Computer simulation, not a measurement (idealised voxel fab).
Process module heading - voxel ribs on slabs
Cross-section cut spans 290 nm and uses square cells 5 nm in size.
Format of a cross-section: grid, square cells. Given as bands. Order: top down. Band: one or more rows of cells. This entry defines a band. It first specifies the height of the band's top and the height of its bottom in nm, and then specifies the band's materials from left to right, stating each material with its width in nm. The word "everywhere" identifies a single material that fills the band from edge to edge, while the word "air" identifies empty space. The reference from which all heights are counted is 0, the level beneath which the as-received wafer is entirely one material; the lowest band, having no lower bound, proceeds downward and is written after the example "top 0, no bottom". Read "30..40" as a graded width: first number on top, second number at the bottom, same change between each pair of neighbouring rows. A step reported as "everything unchanged" is a step in which no cell of the cross-section changed. Closed-off voids of 8+ cells (no open route to the top) go in "Closed void table", written width x height at distance from the left edge, in nm. What comes after the settings on a step's line is commentary from the simulator itself on that step. overlay nm, on a step with a mask: how far to the right of its planned place the mask lay; to the left if negative.

## Process steps (planned)
1) RECEIVE (material Si)
2) DIRECTIONAL_DEP (material SiO2; thk nm 25)
3) DIRECTIONAL_DEP (material polySi; thk nm 20)
4) PATTERN (tone cover; mask id RIB; material resist; width nm 20; thk nm 15; overlay nm 0)
5) DIRECTIONAL_ETCH (etch materials polySi; depth nm 15)
6) STRIP (etch materials resist)
7) PATTERN (tone cover; mask id SLAB; material resist; width nm 80; thk nm 15; overlay nm 0)
8) DIRECTIONAL_ETCH (etch materials polySi; depth nm 5)
9) STRIP (etch materials resist)
10) FILL_DEP (material SiO2; thk nm 15)
11) CMP (height nm 55)
12) DIRECTIONAL_DEP (material W; thk nm 10)
13) MASKED_ETCH (tone cover; mask id HEATER; width nm 30; etch materials W; depth nm 10; overlay nm -15)
14) CONFORMAL_DEP (material SiN; thk nm 5)
What sets these wafers apart? The overlay nm at step 13. They all start alike, and the plan carries the first wafer's value.

## Cut through the first of several wafers as received, post step 1
    top 0, no bottom = Si everywhere
    Closed void table: none

## After the module's final step, step 14: the first of several wafers in cross-section
    top 70, bottom 65 = 110 air / 40 SiN / 140 air
    top 65, bottom 60 = 110 air / 5 SiN / 30 W / 5 SiN / 140 air
    top 60, bottom 55 = 115 SiN / 30 W / 145 SiN
    top 55, bottom 45 = SiO2 everywhere
    top 45, bottom 30 = 135 SiO2 / 20 polySi / 135 SiO2
    top 30, bottom 25 = 105 SiO2 / 80 polySi / 105 SiO2
    top 25, bottom 0 = SiO2 everywhere
    top 0, no bottom = Si everywhere
    Closed void table: none

## Here we cross-sectioned the last of the wafers once the module was done
    top 70, bottom 65 = 140 air / 40 SiN / 110 air
    top 65, bottom 60 = 140 air / 5 SiN / 30 W / 5 SiN / 110 air
    top 60, bottom 55 = 145 SiN / 30 W / 115 SiN
    top 55, bottom 45 = SiO2 everywhere
    top 45, bottom 30 = 135 SiO2 / 20 polySi / 135 SiO2
    top 30, bottom 25 = 105 SiO2 / 80 polySi / 105 SiO2
    top 25, bottom 0 = SiO2 everywhere
    top 0, no bottom = Si everywhere
    Closed void table: none

## Below, a row for every wafer. Read it as the end-of-module picture: for each material the wafer shows its cells gained (+) or lost (-) since it was received, and then its closed voids
overlay nm -15; +62 SiN; +610 SiO2; +12 W; +28 polySi; Closed void table: none
overlay nm -10; +62 SiN; +610 SiO2; +12 W; +28 polySi; Closed void table: none
overlay nm -5; +62 SiN; +610 SiO2; +12 W; +28 polySi; Closed void table: none
overlay nm 0; +62 SiN; +610 SiO2; +12 W; +28 polySi; Closed void table: none
overlay nm 5; +62 SiN; +610 SiO2; +12 W; +28 polySi; Closed void table: none
overlay nm 10; +62 SiN; +610 SiO2; +12 W; +28 polySi; Closed void table: none
overlay nm 15; +62 SiN; +610 SiO2; +12 W; +28 polySi; Closed void table: none
